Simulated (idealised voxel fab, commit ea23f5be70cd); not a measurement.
Process module name: voxel capacitor over wiring
The width of the displayed cross-section, cut, is 245 nm; its cells are square, with a size of 5 nm.
A cross-section in this document is a grid of square cells, and it is written down as bands, the top band listed before the ones below it; a band is made up of one or more rows of cells. Top, bottom (nm), then materials left to right with widths (nm); lone material tagged "full width" fills the whole band edge to edge; "blank" = empty space. Measure heights from 0. That's the level where, below it, the as-received wafer is all one material. The lowest band is bottomless and extends downward; write it as in "0 and below". Note: "30->40" means the width goes from the first number (top row of the band) to the second number (bottom row) in equal steps per row of cells. "no modifications" means the step left every cell of the cross-section as it was. The label "Fully enclosed voids" introduces a list of the empty spaces, 8 cells or larger, that have no open way up to the top; each entry in it reads width x height at distance, where the distance is taken from the left edge and all three are stated in nm. Post-settings text on a step line: simulator's own remark regarding the step. overlay nm: on a step with a mask, how far right of its planned place the mask lay; negative means left.

Planned process steps:
- 1: RECEIVE, material Si
- 2: CONFORMAL_DEP, material SiO2, thk nm 15
- 3: DIRECTIONAL_DEP, material TiN, thk nm 5
- 4: DIRECTIONAL_DEP, material Ru, thk nm 20
- 5: PATTERN, tone cover, mask id METAL_1, material resist, width nm 25, pitch nm 75, thk nm 20, overlay nm 0
- 6: DIRECTIONAL_ETCH, etch materials Ru, depth nm 20
- 7: DIRECTIONAL_ETCH, etch materials TiN, depth nm 5
- 8: STRIP, etch materials resist
- 9: CONFORMAL_DEP, material SiCN, thk nm 5
- 10: FILL_DEP, material SiO2, thk nm 10
- 11: CMP, height nm 40
- 12: CONFORMAL_DEP, material SiCN, thk nm 5
- 13: DIRECTIONAL_DEP, material lowk, thk nm 20
- 14: MASKED_ETCH, tone open, mask id PLUG_1, width nm 15, etch materials lowk, depth nm 20, overlay nm 0
- 15: MASKED_ETCH, tone open, mask id PLUG_1, width nm 15, etch materials SiCN, depth nm 5, overlay nm 0
- 16: EPI, material Ru, thk nm 10
- 17: EPI, material Ru, thk nm 10
- 18: EPI, material Ru, thk nm 5
- 19: DIRECTIONAL_DEP, material TiN, thk nm 10
- 20: DIRECTIONAL_DEP, material SiN, thk nm 5
- 21: DIRECTIONAL_DEP, material TiN, thk nm 5
- 22: MASKED_ETCH, tone cover, mask id UPPER_PLATE, width nm 55, etch materials TiN, depth nm 5, overlay nm 0
- 23: MASKED_ETCH, tone cover, mask id UPPER_PLATE, width nm 55, etch materials SiN, depth nm 5, overlay nm 0
- 24: MASKED_ETCH, tone cover, mask id LOWER_PLATE, width nm 65, etch materials TiN, depth nm 10, overlay nm 0
- 25: FILL_DEP, material SiO2, thk nm 15
- 26: CMP, height nm 95
- 27: DIRECTIONAL_DEP, material aC, thk nm 10
- 28: PATTERN, tone open, mask id PLUG_2, material resist, width nm 15, thk nm 25, overlay nm 0
- 29: DIRECTIONAL_ETCH, etch materials aC, depth nm 10
- 30: STRIP, etch materials resist
- 31: DIRECTIONAL_ETCH, etch materials SiO2, depth nm 10
- 32: STRIP, etch materials aC
- 33: CONFORMAL_DEP, material TiN, thk nm 5
- 34: FILL_DEP, material Cu, thk nm 10
- 35: CMP, height nm 95
- 36: CONFORMAL_DEP, material SiN, thk nm 5

Run as planned: first of two wafers:

As-received wafer cross-section (after step 1):
    0 and below  Si full width
    Fully enclosed voids: none

So this is the wafer cross-section right after step 2:
    15 down to 0  SiO2 full width
    Under the height 0 nothing was changed.

So this is the wafer cross-section right after step 3:
    20 down to 15  TiN full width
    Under the height 15 nothing was changed.

So this is the wafer cross-section right after step 4:
    40 down to 20  Ru full width
    Under the height 20 nothing was changed.

So this is the wafer cross-section right after step 5:
    60 down to 40  70 blank, then 25 resist, then 50 blank, then 25 resist, then 75 blank
    Under the height 40 nothing was changed.

So this is the wafer cross-section right after step 6:
    60 down to 40  70 blank, then 25 resist, then 50 blank, then 25 resist, then 75 blank
    40 down to 20  70 blank, then 25 Ru, then 50 blank, then 25 Ru, then 75 blank
    Under the height 20 nothing was changed.

So this is the wafer cross-section right after step 7:
    60 down to 40  70 blank, then 25 resist, then 50 blank, then 25 resist, then 75 blank
    40 down to 20  70 blank, then 25 Ru, then 50 blank, then 25 Ru, then 75 blank
    20 down to 15  70 blank, then 25 TiN, then 50 blank, then 25 TiN, then 75 blank
    Under the height 15 nothing was changed.

So this is the wafer cross-section right after step 8:
    40 down to 20  70 blank, then 25 Ru, then 50 blank, then 25 Ru, then 75 blank
    Under the height 20 nothing was changed.

So this is the wafer cross-section right after step 9:
    45 down to 40  65 blank, then 35 SiCN, then 40 blank, then 35 SiCN, then 70 blank
    40 down to 20  65 blank, then 5 SiCN, then 25 Ru, then 5 SiCN, then 40 blank, then 5 SiCN, then 25 Ru, then 5 SiCN, then 70 blank
    20 down to 15  70 SiCN, then 25 TiN, then 50 SiCN, then 25 TiN, then 75 SiCN
    Under the height 15 nothing was changed.

So this is the wafer cross-section right after step 10:
    55 down to 45  SiO2 full width
    45 down to 40  65 SiO2, then 35 SiCN, then 40 SiO2, then 35 SiCN, then 70 SiO2
    40 down to 20  65 SiO2, then 5 SiCN, then 25 Ru, then 5 SiCN, then 40 SiO2, then 5 SiCN, then 25 Ru, then 5 SiCN, then 70 SiO2
    Under the height 20 nothing was changed.

So this is the wafer cross-section right after step 11:
    40 down to 20  65 SiO2, then 5 SiCN, then 25 Ru, then 5 SiCN, then 40 SiO2, then 5 SiCN, then 25 Ru, then 5 SiCN, then 70 SiO2
    Under the height 20 nothing was changed.

So this is the wafer cross-section right after step 12:
    45 down to 40  SiCN full width
    Under the height 40 nothing was changed.

So this is the wafer cross-section right after step 13:
    65 down to 45  lowk full width
    Under the height 45 nothing was changed.

So this is the wafer cross-section right after step 14:
    65 down to 45  80 lowk, then 15 blank, then 150 lowk
    Under the height 45 nothing was changed.

So this is the wafer cross-section right after step 15:
    65 down to 45  80 lowk, then 15 blank, then 150 lowk
    45 down to 40  80 SiCN, then 15 blank, then 150 SiCN
    Under the height 40 nothing was changed.

So this is the wafer cross-section right after step 16:
    65 down to 50  80 lowk, then 15 blank, then 150 lowk
    50 down to 45  80 lowk, then 15 Ru, then 150 lowk
    45 down to 40  80 SiCN, then 15 Ru, then 150 SiCN
    Under the height 40 nothing was changed.

So this is the wafer cross-section right after step 17:
    65 down to 60  80 lowk, then 15 blank, then 150 lowk
    60 down to 45  80 lowk, then 15 Ru, then 150 lowk
    Under the height 45 nothing was changed.

So this is the wafer cross-section right after step 18:
    65 down to 45  80 lowk, then 15 Ru, then 150 lowk
    Under the height 45 nothing was changed.

So this is the wafer cross-section right after step 19:
    75 down to 65  TiN full width
    Under the height 65 nothing was changed.

So this is the wafer cross-section right after step 20:
    80 down to 75  SiN full width
    Under the height 75 nothing was changed.

So this is the wafer cross-section right after step 21:
    85 down to 80  TiN full width
    Under the height 80 nothing was changed.

So this is the wafer cross-section right after step 22:
    85 down to 80  80 blank, then 55 TiN, then 110 blank
    Under the height 80 nothing was changed.

So this is the wafer cross-section right after step 23:
    85 down to 80  80 blank, then 55 TiN, then 110 blank
    80 down to 75  80 blank, then 55 SiN, then 110 blank
    Under the height 75 nothing was changed.

So this is the wafer cross-section right after step 24:
    85 down to 80  80 blank, then 55 TiN, then 110 blank
    80 down to 75  80 blank, then 55 SiN, then 110 blank
    75 down to 65  75 blank, then 65 TiN, then 105 blank
    Under the height 65 nothing was changed.

So this is the wafer cross-section right after step 25:
    100 down to 85  SiO2 full width
    85 down to 80  80 SiO2, then 55 TiN, then 110 SiO2
    80 down to 75  80 SiO2, then 55 SiN, then 110 SiO2
    75 down to 65  75 SiO2, then 65 TiN, then 105 SiO2
    Under the height 65 nothing was changed.

So this is the wafer cross-section right after step 26:
    95 down to 85  SiO2 full width
    Under the height 85 nothing was changed.

So this is the wafer cross-section right after step 27:
    105 down to 95  aC full width
    Under the height 95 nothing was changed.

So this is the wafer cross-section right after step 28:
    130 down to 105  90 resist, then 15 blank, then 140 resist
    Under the height 105 nothing was changed.

So this is the wafer cross-section right after step 29:
    120 down to 105  90 resist, then 15 blank, then 140 resist
    105 down to 95  90 aC, then 15 blank, then 140 aC
    Under the height 95 nothing was changed.

So this is the wafer cross-section right after step 30:
    105 down to 95  90 aC, then 15 blank, then 140 aC
    Under the height 95 nothing was changed.

So this is the wafer cross-section right after step 31:
    105 down to 95  90 aC, then 15 blank, then 140 aC
    95 down to 85  90 SiO2, then 15 blank, then 140 SiO2
    Under the height 85 nothing was changed.

So this is the wafer cross-section right after step 32:
    95 down to 85  90 SiO2, then 15 blank, then 140 SiO2
    Under the height 85 nothing was changed.

So this is the wafer cross-section right after step 33:
    100 down to 95  95 TiN, then 5 blank, then 145 TiN
    95 down to 90  90 SiO2, then 5 TiN, then 5 blank, then 5 TiN, then 140 SiO2
    90 down to 80  90->80 SiO2, then 15->55 TiN, then 140->110 SiO2
    Under the height 80 nothing was changed.

So this is the wafer cross-section right after step 34:
    110 down to 100  Cu full width
    100 down to 95  95 TiN, then 5 Cu, then 145 TiN
    95 down to 90  90 SiO2, then 5 TiN, then 5 Cu, then 5 TiN, then 140 SiO2
    Under the height 90 nothing was changed.

So this is the wafer cross-section right after step 35:
    95 down to 90  90 SiO2, then 5 TiN, then 5 Cu, then 5 TiN, then 140 SiO2
    Under the height 90 nothing was changed.

So this is the wafer cross-section right after step 36:
    100 down to 95  SiN full width
    Under the height 95 nothing was changed.

second wafer: like start, like plan, one mistake. Through step 13 it matches the first wafer:

What the second wafer looks like in cross-section when step 14 should have wrapped up:
    65 down to 45  80 blank, then 15 lowk, then 150 blank
    Under the height 45 nothing was changed.

What the second wafer looks like in cross-section when step 15 should have wrapped up: no modifications

What the second wafer looks like in cross-section when step 16 should have wrapped up: no modifications

What the second wafer looks like in cross-section when step 17 should have wrapped up: no modifications

What the second wafer looks like in cross-section when step 18 should have wrapped up: no modifications

What the second wafer looks like in cross-section when step 19 should have wrapped up:
    75 down to 65  80 blank, then 15 TiN, then 150 blank
    65 down to 55  80 blank, then 15 lowk, then 150 blank
    55 down to 45  80 TiN, then 15 lowk, then 150 TiN
    Under the height 45 nothing was changed.

What the second wafer looks like in cross-section when step 20 should have wrapped up:
    80 down to 75  80 blank, then 15 SiN, then 150 blank
    75 down to 65  80 blank, then 15 TiN, then 150 blank
    65 down to 60  80 blank, then 15 lowk, then 150 blank
    60 down to 55  80 SiN, then 15 lowk, then 150 SiN
    Under the height 55 nothing was changed.

What the second wafer looks like in cross-section when step 21 should have wrapped up:
    85 down to 80  80 blank, then 15 TiN, then 150 blank
    80 down to 75  80 blank, then 15 SiN, then 150 blank
    75 down to 65  80 blank, then 15 TiN, then 150 blank
    65 down to 60  80 TiN, then 15 lowk, then 150 TiN
    Under the height 60 nothing was changed.

What the second wafer looks like in cross-section when step 22 should have wrapped up:
    85 down to 80  80 blank, then 15 TiN, then 150 blank
    80 down to 75  80 blank, then 15 SiN, then 150 blank
    75 down to 65  80 blank, then 15 TiN, then 150 blank
    65 down to 60  80 blank, then 15 lowk, then 40 TiN, then 110 blank
    Under the height 60 nothing was changed.

What the second wafer looks like in cross-section when step 23 should have wrapped up:
    85 down to 80  80 blank, then 15 TiN, then 150 blank
    80 down to 75  80 blank, then 15 SiN, then 150 blank
    75 down to 65  80 blank, then 15 TiN, then 150 blank
    65 down to 60  80 blank, then 15 lowk, then 40 TiN, then 110 blank
    60 down to 55  80 blank, then 15 lowk, then 40 SiN, then 110 blank
    Under the height 55 nothing was changed.

What the second wafer looks like in cross-section when step 24 should have wrapped up:
    85 down to 80  80 blank, then 15 TiN, then 150 blank
    80 down to 75  80 blank, then 15 SiN, then 150 blank
    75 down to 65  80 blank, then 15 TiN, then 150 blank
    65 down to 60  80 blank, then 15 lowk, then 40 TiN, then 110 blank
    60 down to 55  80 blank, then 15 lowk, then 40 SiN, then 110 blank
    55 down to 45  75 blank, then 5 TiN, then 15 lowk, then 45 TiN, then 105 blank
    Under the height 45 nothing was changed.

What the second wafer looks like in cross-section when step 25 should have wrapped up:
    100 down to 85  SiO2 full width
    85 down to 80  80 SiO2, then 15 TiN, then 150 SiO2
    80 down to 75  80 SiO2, then 15 SiN, then 150 SiO2
    75 down to 65  80 SiO2, then 15 TiN, then 150 SiO2
    65 down to 60  80 SiO2, then 15 lowk, then 40 TiN, then 110 SiO2
    60 down to 55  80 SiO2, then 15 lowk, then 40 SiN, then 110 SiO2
    55 down to 45  75 SiO2, then 5 TiN, then 15 lowk, then 45 TiN, then 105 SiO2
    Under the height 45 nothing was changed.

What the second wafer looks like in cross-section when step 26 should have wrapped up:
    95 down to 85  SiO2 full width
    Under the height 85 nothing was changed.

What the second wafer looks like in cross-section when step 27 should have wrapped up:
    105 down to 95  aC full width
    Under the height 95 nothing was changed.

What the second wafer looks like in cross-section when step 28 should have wrapped up:
    130 down to 105  90 resist, then 15 blank, then 140 resist
    Under the height 105 nothing was changed.

What the second wafer looks like in cross-section when step 29 should have wrapped up:
    120 down to 105  90 resist, then 15 blank, then 140 resist
    105 down to 95  90 aC, then 15 blank, then 140 aC
    Under the height 95 nothing was changed.

What the second wafer looks like in cross-section when step 30 should have wrapped up:
    105 down to 95  90 aC, then 15 blank, then 140 aC
    Under the height 95 nothing was changed.

What the second wafer looks like in cross-section when step 31 should have wrapped up:
    105 down to 95  90 aC, then 15 blank, then 140 aC
    95 down to 85  90 SiO2, then 15 blank, then 140 SiO2
    Under the height 85 nothing was changed.

What the second wafer looks like in cross-section when step 32 should have wrapped up:
    95 down to 85  90 SiO2, then 15 blank, then 140 SiO2
    Under the height 85 nothing was changed.

What the second wafer looks like in cross-section when step 33 should have wrapped up:
    100 down to 95  95 TiN, then 5 blank, then 145 TiN
    95 down to 90  90 SiO2, then 5 TiN, then 5 blank, then 5 TiN, then 140 SiO2
    90 down to 80  90->80 SiO2, then 15 TiN, then 140->150 SiO2
    Under the height 80 nothing was changed.

What the second wafer looks like in cross-section when step 34 should have wrapped up:
    110 down to 100  Cu full width
    100 down to 95  95 TiN, then 5 Cu, then 145 TiN
    95 down to 90  90 SiO2, then 5 TiN, then 5 Cu, then 5 TiN, then 140 SiO2
    Under the height 90 nothing was changed.

What the second wafer looks like in cross-section when step 35 should have wrapped up:
    95 down to 90  90 SiO2, then 5 TiN, then 5 Cu, then 5 TiN, then 140 SiO2
    Under the height 90 nothing was changed.

What the second wafer looks like in cross-section when step 36 should have wrapped up:
    100 down to 95  SiN full width
    Under the height 95 nothing was changed.
What was the processing mistake? step 14: run off-plan, actual operation and settings MASKED_ETCH, tone cover, mask id PLUG_1, width nm 15, etch materials lowk, depth nm 20, overlay nm 0
Final tally in cells, some materials are higher or lower on the second wafer than on the first: 15 fewer of Ru | 3 more of SiCN | 184 more of SiO2 | 172 fewer of lowk
